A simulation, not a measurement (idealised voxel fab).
Presented below is a process module, voxel gate over fins.
cross-section cut | 150 nm wide | cells 5 nm
The cross-sections in this document take the form of a grid made of square cells. They are written out as bands, in order from top to bottom. Each band consists of one or more rows of cells.
What a band's entry tells you: where the top is and where the bottom is, as heights in nm, and after that what lies inside, material by material from left to right, each with its width in nm. Empty space is written as the word "blank", and a single material marked with the word "throughout" occupies the band from edge to edge.
The reference from which all heights are counted is 0, the level beneath which the as-received wafer is entirely one material; the lowest band, having no lower bound, proceeds downward and is written after the example "0..down".
Width "30 to 40": first value at the band's top row of cells, second value at its bottom row, equal change from row to row.
"nothing was modified", as given for a step, is the statement that not any cell of the cross-section underwent a change during that step.
"Closed void table" means: voids of 8 cells or more that are shut off from the top with no open way through. Written width x height at distance, distance from the left edge, in nm.
On a step's line, text after the settings is the simulator commenting on that step.
The line of a step may include "overlay nm". On a step with a mask, this value is how far to the right of its planned place the mask lay. A negative value means the mask lay to the left.
# The steps planned for the process are as follows
| 1 | RECEIVE | material Si |
| 2 | CONFORMAL_DEP | material SiN | thk nm 10 |
| 3 | PATTERN | tone cover | mask id FINS | material resist | width nm 15 | pitch nm 35 | thk nm 15 | overlay nm 0 |
| 4 | DIRECTIONAL_ETCH | etch materials SiN | depth nm 10 |
| 5 | DIRECTIONAL_ETCH | etch materials Si | depth nm 35 |
| 6 | STRIP | etch materials resist |
| 7 | OXIDIZE | depth nm 5 |
| 8 | FILL_DEP | material SiO2 | thk nm 5 |
| 9 | CMP | height nm 10 |
| 10 | SELECTIVE_ETCH | etch materials SiO2 | depth nm 25 |
| 11 | STRIP | etch materials SiN |
| 12 | CONFORMAL_DEP | material HfO2 | thk nm 5 |
| 13 | CONFORMAL_DEP | material TiN | thk nm 5 |
| 14 | FILL_DEP | material W | thk nm 15 |
| 15 | CMP | height nm 20 |
| 16 | CONFORMAL_DEP | material SiCN | thk nm 10 |
# The cross-section here shows the wafer as received, i.e. in its state after step 1
  0..down  Si throughout
  Closed void table: none
# The following cross-section depicts the wafer upon conclusion of the module. Processing commenced from the starting condition illustrated above and adhered to the plan illustrated above, save for one mistake in execution
  30..20  SiCN throughout
  20..15  TiN throughout
  15..10  HfO2 throughout
  10..0  SiCN throughout
  0..down  Si throughout
  Closed void table: none
What broke from the plan during processing? step 2 went in with a setting other than planned; the actual run was CONFORMAL_DEP | material SiCN | thk nm 10
